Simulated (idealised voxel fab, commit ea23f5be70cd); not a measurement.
This is a process module. Its name is voxel wiring stack.
The cross-section shown here is cut; it is 190 nm wide and divided into square cells measuring 5 nm on a side.
A cross-section in this document is a grid of square cells, and it is written down as bands, the top band listed before the ones below it; a band is made up of one or more rows of cells.
What a band's entry tells you: where the top is and where the bottom is, as heights in nm, and after that what lies inside, material by material from left to right, each with its width in nm. Empty space is written as the word "empty", and a single material marked with the word "everywhere" occupies the band from edge to edge.
Counting heights begins at 0, where everything beneath is, in the wafer as received, one material. The lowest band has no bottom; it goes on downwards, as "0 nm and below" shows.
Quick explanation for "30..40": the width changes in equal steps down the rows of cells, from the first number in the band's top row to the second number in its bottom row.
Given "no change occurred" for a step, no cell of the cross-section differs between before and after that step.
"Closed cavities" contains a list of empty spaces, each no smaller than 8 cells and without an open way to the top, written in the form width x height at distance with the distance from the left edge and all three in nm.
Text after the settings on a step's line: the simulator's own remark on that step.
You can add "overlay nm" to a step's line. For a step with a mask, it describes how far the mask lay to the right of its planned position, and a negative number describes a lay to the left.
Listed below are the process steps as planned:
1) RECEIVE: material Si
2) CONFORMAL_DEP: material SiO2, thk nm 10
3) CONFORMAL_DEP: material SiCN, thk nm 5
4) DIRECTIONAL_DEP: material SiO2, thk nm 20
5) DIRECTIONAL_DEP: material aC, thk nm 10
6) PATTERN: tone open, mask id METAL_1, material resist, width nm 20, pitch nm 40, thk nm 30, overlay nm -10
7) DIRECTIONAL_ETCH: etch materials aC, depth nm 10
8) STRIP: etch materials resist
9) DIRECTIONAL_ETCH: etch materials SiO2, depth nm 20
10) DIRECTIONAL_ETCH: etch materials SiCN, depth nm 5
11) STRIP: etch materials aC
12) CONFORMAL_DEP: material TiN, thk nm 5
13) FILL_DEP: material Cu, thk nm 5
14) CMP: height nm 35
15) CONFORMAL_DEP: material SiCN, thk nm 5
16) DIRECTIONAL_DEP: material SiO2, thk nm 30
17) DIRECTIONAL_DEP: material aC, thk nm 10
18) PATTERN: tone open, mask id METAL_2, material resist, width nm 20, pitch nm 40, thk nm 30, overlay nm 0
19) DIRECTIONAL_ETCH: etch materials aC, depth nm 10
20) STRIP: etch materials resist
21) DIRECTIONAL_ETCH: etch materials SiO2, depth nm 15
22) STRIP: etch materials aC
23) PATTERN: tone open, mask id METAL_2_HOLES, material resist, width nm 15, pitch nm 80, thk nm 20, overlay nm 0
24) DIRECTIONAL_ETCH: etch materials SiO2, depth nm 15
25) DIRECTIONAL_ETCH: etch materials SiCN, depth nm 5
26) STRIP: etch materials resist
27) CONFORMAL_DEP: material TiN, thk nm 5
28) FILL_DEP: material Ru, thk nm 10
29) CMP: height nm 70
30) CONFORMAL_DEP: material SiN, thk nm 5
Don't read the plan's overlay nm for step 6 as applying to every wafer: that's the first wafer's value, and the wafers differ in it, though they all start identical.
Cross-section of the first of several wafers as received (after step 1):
    0 nm and below | Si everywhere
    Closed cavities: none
So in this table every wafer gets its own row, and what you see is where it stands at the end of the module: for each material, how many cells it picked up (+) or gave up (-) since we received it, and after that its closed voids:
overlay nm -10; +32 Cu; +24 Ru; +54 SiCN; +38 SiN; +326 SiO2; +96 TiN; Closed cavities: none
overlay nm -5; +32 Cu; +24 Ru; +54 SiCN; +38 SiN; +326 SiO2; +96 TiN; Closed cavities: none
overlay nm 0; +32 Cu; +24 Ru; +54 SiCN; +38 SiN; +326 SiO2; +96 TiN; Closed cavities: none
overlay nm 5; +32 Cu; +24 Ru; +54 SiCN; +38 SiN; +326 SiO2; +96 TiN; Closed cavities: none
overlay nm 10; +32 Cu; +24 Ru; +54 SiCN; +38 SiN; +326 SiO2; +96 TiN; Closed cavities: none
